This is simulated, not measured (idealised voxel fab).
Documented hereafter: the process module known as voxel transistor to metal.
cross-section cut | 300 nm wide | cells 5 nm
Cross-section spec: square-cell grid; bands listed top down; each band is one or more rows.
First you get the band's top height and its bottom height, in nm, and then the materials it's made of, left to right, with each width in nm. If you see a single material with "full width", that one covers the band edge to edge. "blank" is empty space.
Heads up on the height convention: 0 is the point under which the incoming wafer is all one material, and the lowest band has no bottom, it just keeps going down, like "0..down".
Note: "30..40" means the width goes from the first number (top row of the band) to the second number (bottom row) in equal steps per row of cells.
Take "left unchanged" at face value: in the step it is given for, the cross-section changed in none of its cells.
Any empty space of 8 cells or more lacking an open way to the top shows up in "Closed void register" as width x height at distance, distance from the left edge, in nm.
On a step's line, text after the settings is the simulator commenting on that step.
"overlay nm" answers the question of how far to the right of plan the mask lay on a step that has a mask, and when it is negative the answer is to the left.
The remainder of this document consists of a sequence of paired cross-sections. Each pair presents the cross-section prior to one process step together with the cross-section following it, the latter being rendered only as deep as the lowest band that underwent change. The intervening step, together with its settings, is stated beneath each pair. Because the pairs may originate from different runs of this module on the same starting wafer, a given pair is to be read as continuing from the preceding pair only where its entry headed "Pre-step profile" so indicates.
[Pre-step profile]
  120..100: resist: 30  blank: 20  resist: 125  blank: 20  resist: 105
  100..85: SiO2: 30  blank: 20  SiO2: 125  blank: 20  SiO2: 105
  85..70: SiO2: 30  blank: 15  SiO2: 130  blank: 15  SiO2: 110
  70..65: SiCN full width
  65..50: lowk: 30  W: 20  lowk: 55  W: 20  lowk: 50  W: 20  lowk: 55  W: 20  lowk: 30
  50..45: lowk: 30  TiN: 20  lowk: 55  TiN: 20  lowk: 50  TiN: 20  lowk: 55  TiN: 20  lowk: 30
  45..35: SiO2: 30  TiN: 5  Ru: 20  TiN: 5  SiO2: 35  TiN: 5..15  Ru: 20..10  TiN: 5  SiO2: 50  TiN: 5  Ru: 20  TiN: 5  SiO2: 35  TiN: 5..15  Ru: 20..10  TiN: 5  SiO2: 30
  35..25: SiO2: 30  TiN: 5  Ru: 20..15  TiN: 5..10  SiN: 10  SiCN: 25  SiN: 10  TiN: 5  Ru: 10  TiN: 5  SiO2: 50  TiN: 5  Ru: 20..15  TiN: 5..10  SiN: 10  SiCN: 25  SiN: 10  TiN: 5  Ru: 10  TiN: 5  SiO2: 30
  25..20: SiO2: 30  TiN: 5  Ru: 15  TiN: 5  SiN: 10  polySi: 30  SiN: 10  TiN: 5  Ru: 10  TiN: 5  SiO2: 50  TiN: 5  Ru: 15  TiN: 5  SiN: 10  polySi: 30  SiN: 10  TiN: 5  Ru: 10  TiN: 5  SiO2: 30
  20..15: SiO2: 30  TiN: 25  SiN: 10  polySi: 30  SiN: 10  TiN: 20  SiO2: 50  TiN: 25  SiN: 10  polySi: 30  SiN: 10  TiN: 20  SiO2: 30
  15..10: SiO2: 30  TiN: 5  nSi: 20  SiN: 10  polySi: 30  SiN: 10  nSi: 20  SiO2: 50  TiN: 5  nSi: 20  SiN: 10  polySi: 30  SiN: 10  nSi: 20  SiO2: 30
  10..0: SiO2: 15  SiN: 10  SiO2: 5  TiN: 5  nSi: 20  SiN: 10  polySi: 30  SiN: 10  nSi: 20  SiO2: 5  SiN: 10  SiO2: 20  SiN: 10  SiO2: 5  TiN: 5  nSi: 20  SiN: 10  polySi: 30  SiN: 10  nSi: 20  SiO2: 5  SiN: 10  SiO2: 15
  0..-5: SiO2: 25  nSi: 30  SiO2: 50  nSi: 25  SiO2: 40  nSi: 30  SiO2: 50  nSi: 25  SiO2: 25
  -5..-20: SiO2: 25  nSi: 30  Si: 50  nSi: 25  SiO2: 40  nSi: 30  Si: 50  nSi: 25  SiO2: 25
  -20..-30: SiO2: 25  Si: 105  SiO2: 40  Si: 105  SiO2: 25
  -30..down: Si full width
  Closed void register: none
[Post-Step Cross-Section]
  120..100: resist: 30  blank: 20  resist: 125  blank: 20  resist: 105
  100..85: SiO2: 30  blank: 20  SiO2: 125  blank: 20  SiO2: 105
  85..70: SiO2: 30  blank: 15  SiO2: 130  blank: 15  SiO2: 110
  70..65: SiCN: 30  blank: 15  SiCN: 130  blank: 15  SiCN: 110
  Heights below 65 show no change.
  Closed void register: none
The step that takes the structure from the upper cross-section to the lower one is DIRECTIONAL_ETCH, etch materials SiCN, depth nm 5
Pre-step profile: The pre-step condition corresponds to the post-step cross-section depicted in the pair directly above.
[Post-Step Cross-Section]
  100..85: SiO2: 30  blank: 20  SiO2: 125  blank: 20  SiO2: 105
  Heights below 85 show no change.
  Closed void register: none
The step that takes the structure from the upper cross-section to the lower one is STRIP, etch materials resist
Pre-step profile: The pre-step condition corresponds to the post-step cross-section depicted in the pair directly above.
[Post-Step Cross-Section]
  105..100: TiN: 35  blank: 10  TiN: 135  blank: 10  TiN: 110
  100..90: SiO2: 30  TiN: 5  blank: 10  TiN: 5  SiO2: 125  TiN: 5  blank: 10  TiN: 5  SiO2: 105
  90..85: SiO2: 30  TiN: 5  blank: 5  TiN: 10  SiO2: 125  TiN: 5  blank: 5  TiN: 10  SiO2: 105
  85..70: SiO2: 30  TiN: 5  blank: 5  TiN: 5  SiO2: 130  TiN: 5  blank: 5  TiN: 5  SiO2: 110
  70..65: SiCN: 30  TiN: 15  SiCN: 130  TiN: 15  SiCN: 110
  Heights below 65 show no change.
  Closed void register: none
The step that takes the structure from the upper cross-section to the lower one is CONFORMAL_DEP, material TiN, thk nm 5
Pre-step profile: The pre-step condition corresponds to the post-step cross-section depicted in the pair directly above.
[Post-Step Cross-Section]
  110..105: Cu full width
  105..100: TiN: 35  Cu: 10  TiN: 135  Cu: 10  TiN: 110
  100..90: SiO2: 30  TiN: 5  Cu: 10  TiN: 5  SiO2: 125  TiN: 5  Cu: 10  TiN: 5  SiO2: 105
  90..85: SiO2: 30  TiN: 5  Cu: 5  TiN: 10  SiO2: 125  TiN: 5  Cu: 5  TiN: 10  SiO2: 105
  85..70: SiO2: 30  TiN: 5  Cu: 5  TiN: 5  SiO2: 130  TiN: 5  Cu: 5  TiN: 5  SiO2: 110
  Heights below 70 show no change.
  Closed void register: none
The step that takes the structure from the upper cross-section to the lower one is FILL_DEP, material Cu, thk nm 5
Pre-step profile: The pre-step condition corresponds to the post-step cross-section depicted in the pair directly above.
[Post-Step Cross-Section]
  100..90: SiO2: 30  TiN: 5  Cu: 10  TiN: 5  SiO2: 125  TiN: 5  Cu: 10  TiN: 5  SiO2: 105
  Heights below 90 show no change.
  Closed void register: none
The step that takes the structure from the upper cross-section to the lower one is CMP, height nm 100
Pre-step profile: The pre-step condition corresponds to the post-step cross-section depicted in the pair directly above.
[Post-Step Cross-Section]
  105..100: SiCN full width
  Heights below 100 show no change.
  Closed void register: none
The step that takes the structure from the upper cross-section to the lower one is CONFORMAL_DEP, material SiCN, thk nm 5
[Pre-step profile]
  65..50: blank: 30  W: 20  blank: 55  W: 20  blank: 50  W: 20  blank: 55  W: 20  blank: 30
  50..45: blank: 30  TiN: 20  blank: 55  TiN: 20  blank: 50  TiN: 20  blank: 55  TiN: 20  blank: 30
  45..35: SiO2: 30  TiN: 5  Ru: 20..15  TiN: 5..10  SiO2: 35  TiN: 5..10  Ru: 20..15  TiN: 5  SiO2: 50  TiN: 5  Ru: 20..15  TiN: 5..10  SiO2: 35  TiN: 5..10  Ru: 20..15  TiN: 5  SiO2: 30
  35..25: SiO2: 30  TiN: 5  Ru: 15  TiN: 5  SiN: 10  SiCN: 25  SiN: 10  TiN: 5  Ru: 15  TiN: 5  SiO2: 50  TiN: 5  Ru: 15  TiN: 5  SiN: 10  SiCN: 25  SiN: 10  TiN: 5  Ru: 15  TiN: 5  SiO2: 30
  25..20: SiO2: 30  TiN: 5  Ru: 15  TiN: 5  SiN: 10  polySi: 25  SiN: 10  TiN: 5  Ru: 15  TiN: 5  SiO2: 50  TiN: 5  Ru: 15  TiN: 5  SiN: 10  polySi: 25  SiN: 10  TiN: 5  Ru: 15  TiN: 5  SiO2: 30
  20..15: SiO2: 30  TiN: 25  SiN: 10  polySi: 25  SiN: 10  TiN: 25  SiO2: 50  TiN: 25  SiN: 10  polySi: 25  SiN: 10  TiN: 25  SiO2: 30
  15..10: SiO2: 30  TiN: 5  nSi: 20  SiN: 10  polySi: 25  SiN: 10  nSi: 20  TiN: 5  SiO2: 50  TiN: 5  nSi: 20  SiN: 10  polySi: 25  SiN: 10  nSi: 20  TiN: 5  SiO2: 30
  10..0: SiO2: 15  SiN: 10  SiO2: 5  TiN: 5  nSi: 20  SiN: 10  polySi: 25  SiN: 10  nSi: 20  TiN: 5  SiO2: 5  SiN: 10  SiO2: 20  SiN: 10  SiO2: 5  TiN: 5  nSi: 20  SiN: 10  polySi: 25  SiN: 10  nSi: 20  TiN: 5  SiO2: 5  SiN: 10  SiO2: 15
  0..-5: SiO2: 25  nSi: 30  SiO2: 45  nSi: 30  SiO2: 40  nSi: 30  SiO2: 45  nSi: 30  SiO2: 25
  -5..-20: SiO2: 25  nSi: 30  Si: 45  nSi: 30  SiO2: 40  nSi: 30  Si: 45  nSi: 30  SiO2: 25
  -20..-30: SiO2: 25  Si: 105  SiO2: 40  Si: 105  SiO2: 25
  -30..down: Si full width
  Closed void register: none
[Post-Step Cross-Section]
  75..65: SiN full width
  65..50: SiN: 30  W: 20  SiN: 55  W: 20  SiN: 50  W: 20  SiN: 55  W: 20  SiN: 30
  50..45: SiN: 30  TiN: 20  SiN: 55  TiN: 20  SiN: 50  TiN: 20  SiN: 55  TiN: 20  SiN: 30
  Heights below 45 show no change.
  Closed void register: none
The step that takes the structure from the upper cross-section to the lower one is FILL_DEP, material SiN, thk nm 10
Pre-step profile: The pre-step condition corresponds to the post-step cross-section depicted in the pair directly above.
[Post-Step Cross-Section]
  65..50: SiN: 30  W: 20  SiN: 55  W: 20  SiN: 50  W: 20  SiN: 55  W: 20  SiN: 30
  Heights below 50 show no change.
  Closed void register: none
The step that takes the structure from the upper cross-section to the lower one is CMP, height nm 65
Pre-step profile: The pre-step condition corresponds to the post-step cross-section depicted in the pair directly above.
[Post-Step Cross-Section]
  70..65: SiCN full width
  Heights below 65 show no change.
  Closed void register: none
The step that takes the structure from the upper cross-section to the lower one is CONFORMAL_DEP, material SiCN, thk nm 5
Pre-step profile: The pre-step condition corresponds to the post-step cross-section depicted in the pair directly above.
[Post-Step Cross-Section]
  100..70: SiO2 full width
  Heights below 70 show no change.
  Closed void register: none
The step that takes the structure from the upper cross-section to the lower one is DIRECTIONAL_DEP, material SiO2, thk nm 30
Pre-step profile: The pre-step condition corresponds to the post-step cross-section depicted in the pair directly above.
[Post-Step Cross-Section]
  120..100: resist: 30  blank: 15  resist: 130  blank: 15  resist: 110
  Heights below 100 show no change.
  Closed void register: none
The step that takes the structure from the upper cross-section to the lower one is PATTERN, tone open, mask id METAL_2_HOLES, material resist, width nm 15, pitch nm 145, thk nm 20, overlay nm 0
Pre-step profile: The pre-step condition corresponds to the post-step cross-section depicted in the pair directly above.
[Post-Step Cross-Section]
  120..100: resist: 30  blank: 15  resist: 130  blank: 15  resist: 110
  100..70: SiO2: 30  blank: 15  SiO2: 130  blank: 15  SiO2: 110
  Heights below 70 show no change.
  Closed void register: none
The step that takes the structure from the upper cross-section to the lower one is DIRECTIONAL_ETCH, etch materials SiO2, depth nm 30
Pre-step profile: The pre-step condition corresponds to the post-step cross-section depicted in the pair directly above.
[Post-Step Cross-Section]
  100..70: SiO2: 30  blank: 15  SiO2: 130  blank: 15  SiO2: 110
  Heights below 70 show no change.
  Closed void register: none
The step that takes the structure from the upper cross-section to the lower one is STRIP, etch materials resist
Pre-step profile: The pre-step condition corresponds to the post-step cross-section depicted in the pair directly above.
[Post-Step Cross-Section]
  120..100: resist: 30  blank: 20  resist: 125  blank: 20  resist: 105
  Heights below 100 show no change.
  Closed void register: none
The step that takes the structure from the upper cross-section to the lower one is PATTERN, tone open, mask id METAL_2, material resist, width nm 20, pitch nm 145, thk nm 20, overlay nm 0
Pre-step profile: The pre-step condition corresponds to the post-step cross-section depicted in the pair directly above.
[Post-Step Cross-Section]
  120..100: resist: 30  blank: 20  resist: 125  blank: 20  resist: 105
  100..85: SiO2: 30  blank: 20  SiO2: 125  blank: 20  SiO2: 105
  Heights below 85 show no change.
  Closed void register: none
The step that takes the structure from the upper cross-section to the lower one is DIRECTIONAL_ETCH, etch materials SiO2, depth nm 15
Pre-step profile: The pre-step condition corresponds to the post-step cross-section depicted in the pair directly above.
[Post-Step Cross-Section]
  120..100: resist: 30  blank: 20  resist: 125  blank: 20  resist: 105
  100..85: SiO2: 30  blank: 20  SiO2: 125  blank: 20  SiO2: 105
  85..70: SiO2: 30  blank: 15  SiO2: 130  blank: 15  SiO2: 110
  70..65: SiCN: 30  blank: 15  SiCN: 130  blank: 15  SiCN: 110
  Heights below 65 show no change.
  Closed void register: none
The step that takes the structure from the upper cross-section to the lower one is DIRECTIONAL_ETCH, etch materials SiCN, depth nm 5
Pre-step profile: The pre-step condition corresponds to the post-step cross-section depicted in the pair directly above.
[Post-Step Cross-Section]
  100..85: SiO2: 30  blank: 20  SiO2: 125  blank: 20  SiO2: 105
  Heights below 85 show no change.
  Closed void register: none
The step that takes the structure from the upper cross-section to the lower one is STRIP, etch materials resist
Pre-step profile: The pre-step condition corresponds to the post-step cross-section depicted in the pair directly above.
[Post-Step Cross-Section]
  105..100: TiN: 35  blank: 10  TiN: 135  blank: 10  TiN: 110
  100..90: SiO2: 30  TiN: 5  blank: 10  TiN: 5  SiO2: 125  TiN: 5  blank: 10  TiN: 5  SiO2: 105
  90..85: SiO2: 30  TiN: 5  blank: 5  TiN: 10  SiO2: 125  TiN: 5  blank: 5  TiN: 10  SiO2: 105
  85..70: SiO2: 30  TiN: 5  blank: 5  TiN: 5  SiO2: 130  TiN: 5  blank: 5  TiN: 5  SiO2: 110
  70..65: SiCN: 30  TiN: 15  SiCN: 130  TiN: 15  SiCN: 110
  Heights below 65 show no change.
  Closed void register: none
The step that takes the structure from the upper cross-section to the lower one is CONFORMAL_DEP, material TiN, thk nm 5
Pre-step profile: The pre-step condition corresponds to the post-step cross-section depicted in the pair directly above.
[Post-Step Cross-Section]
  110..105: Cu full width
  105..100: TiN: 35  Cu: 10  TiN: 135  Cu: 10  TiN: 110
  100..90: SiO2: 30  TiN: 5  Cu: 10  TiN: 5  SiO2: 125  TiN: 5  Cu: 10  TiN: 5  SiO2: 105
  90..85: SiO2: 30  TiN: 5  Cu: 5  TiN: 10  SiO2: 125  TiN: 5  Cu: 5  TiN: 10  SiO2: 105
  85..70: SiO2: 30  TiN: 5  Cu: 5  TiN: 5  SiO2: 130  TiN: 5  Cu: 5  TiN: 5  SiO2: 110
  Heights below 70 show no change.
  Closed void register: none
The step that takes the structure from the upper cross-section to the lower one is FILL_DEP, material Cu, thk nm 5
Pre-step profile: The pre-step condition corresponds to the post-step cross-section depicted in the pair directly above.
[Post-Step Cross-Section]
  100..90: SiO2: 30  TiN: 5  Cu: 10  TiN: 5  SiO2: 125  TiN: 5  Cu: 10  TiN: 5  SiO2: 105
  Heights below 90 show no change.
  Closed void register: none
The step that takes the structure from the upper cross-section to the lower one is CMP, height nm 100
Pre-step profile: The pre-step condition corresponds to the post-step cross-section depicted in the pair directly above.
[Post-Step Cross-Section]
  105..100: SiCN full width
  Heights below 100 show no change.
  Closed void register: none
The step that takes the structure from the upper cross-section to the lower one is CONFORMAL_DEP, material SiCN, thk nm 5
[Pre-step profile]
  65..50: W full width
  50..45: TiN full width
  45..35: SiO2: 30  TiN: 5  Ru: 20..15  TiN: 5..10  SiO2: 35  TiN: 5..10  Ru: 20..15  TiN: 5  SiO2: 50  TiN: 5  Ru: 20..15  TiN: 5..10  SiO2: 35  TiN: 5..10  Ru: 20..15  TiN: 5  SiO2: 30
  35..25: SiO2: 30  TiN: 5  Ru: 15  TiN: 5  SiN: 10  SiCN: 25  SiN: 10  TiN: 5  Ru: 15  TiN: 5  SiO2: 50  TiN: 5  Ru: 15  TiN: 5  SiN: 10  SiCN: 25  SiN: 10  TiN: 5  Ru: 15  TiN: 5  SiO2: 30
  25..20: SiO2: 30  TiN: 5  Ru: 15  TiN: 5  SiN: 10  polySi: 25  SiN: 10  TiN: 5  Ru: 15  TiN: 5  SiO2: 50  TiN: 5  Ru: 15  TiN: 5  SiN: 10  polySi: 25  SiN: 10  TiN: 5  Ru: 15  TiN: 5  SiO2: 30
  20..15: SiO2: 30  TiN: 25  SiN: 10  polySi: 25  SiN: 10  TiN: 25  SiO2: 50  TiN: 25  SiN: 10  polySi: 25  SiN: 10  TiN: 25  SiO2: 30
  15..10: SiO2: 30  TiN: 5  nSi: 20  SiN: 10  polySi: 25  SiN: 10  nSi: 20  TiN: 5  SiO2: 50  TiN: 5  nSi: 20  SiN: 10  polySi: 25  SiN: 10  nSi: 20  TiN: 5  SiO2: 30
  10..0: SiO2: 15  SiN: 10  SiO2: 5  TiN: 5  nSi: 20  SiN: 10  polySi: 25  SiN: 10  nSi: 20  TiN: 5  SiO2: 5  SiN: 10  SiO2: 20  SiN: 10  SiO2: 5  TiN: 5  nSi: 20  SiN: 10  polySi: 25  SiN: 10  nSi: 20  TiN: 5  SiO2: 5  SiN: 10  SiO2: 15
  0..-5: SiO2: 25  nSi: 30  SiO2: 45  nSi: 30  SiO2: 40  nSi: 30  SiO2: 45  nSi: 30  SiO2: 25
  -5..-20: SiO2: 25  nSi: 30  Si: 45  nSi: 30  SiO2: 40  nSi: 30  Si: 45  nSi: 30  SiO2: 25
  -20..-30: SiO2: 25  Si: 105  SiO2: 40  Si: 105  SiO2: 25
  -30..down: Si full width
  Closed void register: none
[Post-Step Cross-Section]
  80..65: resist: 30  blank: 20  resist: 55  blank: 20  resist: 50  blank: 20  resist: 55  blank: 20  resist: 30
  Heights below 65 show no change.
  Closed void register: none
The step that takes the structure from the upper cross-section to the lower one is PATTERN, tone open, mask id METAL_1, material resist, width nm 20, thk nm 15, overlay nm 0
Pre-step profile: The pre-step condition corresponds to the post-step cross-section depicted in the pair directly above.
[Post-Step Cross-Section]
  80..65: resist: 30  blank: 20  resist: 55  blank: 20  resist: 50  blank: 20  resist: 55  blank: 20  resist: 30
  65..50: W: 30  blank: 20  W: 55  blank: 20  W: 50  blank: 20  W: 55  blank: 20  W: 30
  Heights below 50 show no change.
  Closed void register: none
The step that takes the structure from the upper cross-section to the lower one is DIRECTIONAL_ETCH, etch materials W, depth nm 15
Pre-step profile: The pre-step condition corresponds to the post-step cross-section depicted in the pair directly above.
[Post-Step Cross-Section]
  80..65: resist: 30  blank: 20  resist: 55  blank: 20  resist: 50  blank: 20  resist: 55  blank: 20  resist: 30
  65..50: W: 30  blank: 20  W: 55  blank: 20  W: 50  blank: 20  W: 55  blank: 20  W: 30
  50..45: TiN: 30  blank: 20  TiN: 55  blank: 20  TiN: 50  blank: 20  TiN: 55  blank: 20  TiN: 30
  Heights below 45 show no change.
  Closed void register: none
The step that takes the structure from the upper cross-section to the lower one is DIRECTIONAL_ETCH, etch materials TiN, depth nm 5
Pre-step profile: The pre-step condition corresponds to the post-step cross-section depicted in the pair directly above.
[Post-Step Cross-Section]
  65..50: W: 30  blank: 20  W: 55  blank: 20  W: 50  blank: 20  W: 55  blank: 20  W: 30
  Heights below 50 show no change.
  Closed void register: none
The step that takes the structure from the upper cross-section to the lower one is STRIP, etch materials resist
Pre-step profile: The pre-step condition corresponds to the post-step cross-section depicted in the pair directly above.
[Post-Step Cross-Section]
  75..65: lowk full width
  65..50: W: 30  lowk: 20  W: 55  lowk: 20  W: 50  lowk: 20  W: 55  lowk: 20  W: 30
  50..45: TiN: 30  lowk: 20  TiN: 55  lowk: 20  TiN: 50  lowk: 20  TiN: 55  lowk: 20  TiN: 30
  Heights below 45 show no change.
  Closed void register: none
The step that takes the structure from the upper cross-section to the lower one is FILL_DEP, material lowk, thk nm 10
Pre-step profile: The pre-step condition corresponds to the post-step cross-section depicted in the pair directly above.
[Post-Step Cross-Section]
  65..50: W: 30  lowk: 20  W: 55  lowk: 20  W: 50  lowk: 20  W: 55  lowk: 20  W: 30
  Heights below 50 show no change.
  Closed void register: none
The step that takes the structure from the upper cross-section to the lower one is CMP, height nm 65
Pre-step profile: The pre-step condition corresponds to the post-step cross-section depicted in the pair directly above.
[Post-Step Cross-Section]
  70..65: SiCN full width
  Heights below 65 show no change.
  Closed void register: none
The step that takes the structure from the upper cross-section to the lower one is CONFORMAL_DEP, material SiCN, thk nm 5
Pre-step profile: The pre-step condition corresponds to the post-step cross-section depicted in the pair directly above.
[Post-Step Cross-Section]
  100..70: SiO2 full width
  Heights below 70 show no change.
  Closed void register: none
The step that takes the structure from the upper cross-section to the lower one is DIRECTIONAL_DEP, material SiO2, thk nm 30
Pre-step profile: The pre-step condition corresponds to the post-step cross-section depicted in the pair directly above.
[Post-Step Cross-Section]
  120..100: resist: 30  blank: 15  resist: 130  blank: 15  resist: 110
  Heights below 100 show no change.
  Closed void register: none
The step that takes the structure from the upper cross-section to the lower one is PATTERN, tone open, mask id METAL_2_HOLES, material resist, width nm 15, pitch nm 145, thk nm 20, overlay nm 0
Pre-step profile: The pre-step condition corresponds to the post-step cross-section depicted in the pair directly above.
[Post-Step Cross-Section]
  120..100: resist: 30  blank: 15  resist: 130  blank: 15  resist: 110
  100..70: SiO2: 30  blank: 15  SiO2: 130  blank: 15  SiO2: 110
  Heights below 70 show no change.
  Closed void register: none
The step that takes the structure from the upper cross-section to the lower one is DIRECTIONAL_ETCH, etch materials SiO2, depth nm 30
Pre-step profile: The pre-step condition corresponds to the post-step cross-section depicted in the pair directly above.
[Post-Step Cross-Section]
  100..70: SiO2: 30  blank: 15  SiO2: 130  blank: 15  SiO2: 110
  Heights below 70 show no change.
  Closed void register: none
The step that takes the structure from the upper cross-section to the lower one is STRIP, etch materials resist
Pre-step profile: The pre-step condition corresponds to the post-step cross-section depicted in the pair directly above.
[Post-Step Cross-Section]
  120..100: resist: 30  blank: 20  resist: 125  blank: 20  resist: 105
  Heights below 100 show no change.
  Closed void register: none
The step that takes the structure from the upper cross-section to the lower one is PATTERN, tone open, mask id METAL_2, material resist, width nm 20, pitch nm 145, thk nm 20, overlay nm 0
Pre-step profile: The pre-step condition corresponds to the post-step cross-section depicted in the pair directly above.
[Post-Step Cross-Section]
  120..100: resist: 30  blank: 20  resist: 125  blank: 20  resist: 105
  100..85: SiO2: 30  blank: 20  SiO2: 125  blank: 20  SiO2: 105
  Heights below 85 show no change.
  Closed void register: none
The step that takes the structure from the upper cross-section to the lower one is DIRECTIONAL_ETCH, etch materials SiO2, depth nm 15
Pre-step profile: The pre-step condition corresponds to the post-step cross-section depicted in the pair directly above.
[Post-Step Cross-Section]
  120..100: resist: 30  blank: 20  resist: 125  blank: 20  resist: 105
  100..85: SiO2: 30  blank: 20  SiO2: 125  blank: 20  SiO2: 105
  85..70: SiO2: 30  blank: 15  SiO2: 130  blank: 15  SiO2: 110
  70..65: SiCN: 30  blank: 15  SiCN: 130  blank: 15  SiCN: 110
  Heights below 65 show no change.
  Closed void register: none
The step that takes the structure from the upper cross-section to the lower one is DIRECTIONAL_ETCH, etch materials SiCN, depth nm 5
Pre-step profile: The pre-step condition corresponds to the post-step cross-section depicted in the pair directly above.
[Post-Step Cross-Section]
  100..85: SiO2: 30  blank: 20  SiO2: 125  blank: 20  SiO2: 105
  Heights below 85 show no change.
  Closed void register: none
The step that takes the structure from the upper cross-section to the lower one is STRIP, etch materials resist
Pre-step profile: The pre-step condition corresponds to the post-step cross-section depicted in the pair directly above.
[Post-Step Cross-Section]
  105..100: TiN: 35  blank: 10  TiN: 135  blank: 10  TiN: 110
  100..90: SiO2: 30  TiN: 5  blank: 10  TiN: 5  SiO2: 125  TiN: 5  blank: 10  TiN: 5  SiO2: 105
  90..85: SiO2: 30  TiN: 5  blank: 5  TiN: 10  SiO2: 125  TiN: 5  blank: 5  TiN: 10  SiO2: 105
  85..70: SiO2: 30  TiN: 5  blank: 5  TiN: 5  SiO2: 130  TiN: 5  blank: 5  TiN: 5  SiO2: 110
  70..65: SiCN: 30  TiN: 15  SiCN: 130  TiN: 15  SiCN: 110
  Heights below 65 show no change.
  Closed void register: none
The step that takes the structure from the upper cross-section to the lower one is CONFORMAL_DEP, material TiN, thk nm 5
Pre-step profile: The pre-step condition corresponds to the post-step cross-section depicted in the pair directly above.
[Post-Step Cross-Section]
  110..105: Cu full width
  105..100: TiN: 35  Cu: 10  TiN: 135  Cu: 10  TiN: 110
  100..90: SiO2: 30  TiN: 5  Cu: 10  TiN: 5  SiO2: 125  TiN: 5  Cu: 10  TiN: 5  SiO2: 105
  90..85: SiO2: 30  TiN: 5  Cu: 5  TiN: 10  SiO2: 125  TiN: 5  Cu: 5  TiN: 10  SiO2: 105
  85..70: SiO2: 30  TiN: 5  Cu: 5  TiN: 5  SiO2: 130  TiN: 5  Cu: 5  TiN: 5  SiO2: 110
  Heights below 70 show no change.
  Closed void register: none
The step that takes the structure from the upper cross-section to the lower one is FILL_DEP, material Cu, thk nm 5
Pre-step profile: The pre-step condition corresponds to the post-step cross-section depicted in the pair directly above.
[Post-Step Cross-Section]
  100..90: SiO2: 30  TiN: 5  Cu: 10  TiN: 5  SiO2: 125  TiN: 5  Cu: 10  TiN: 5  SiO2: 105
  Heights below 90 show no change.
  Closed void register: none
The step that takes the structure from the upper cross-section to the lower one is CMP, height nm 100
Pre-step profile: The pre-step condition corresponds to the post-step cross-section depicted in the pair directly above.
[Post-Step Cross-Section]
  105..100: SiCN full width
  Heights below 100 show no change.
  Closed void register: none
The step that takes the structure from the upper cross-section to the lower one is CONFORMAL_DEP, material SiCN, thk nm 5
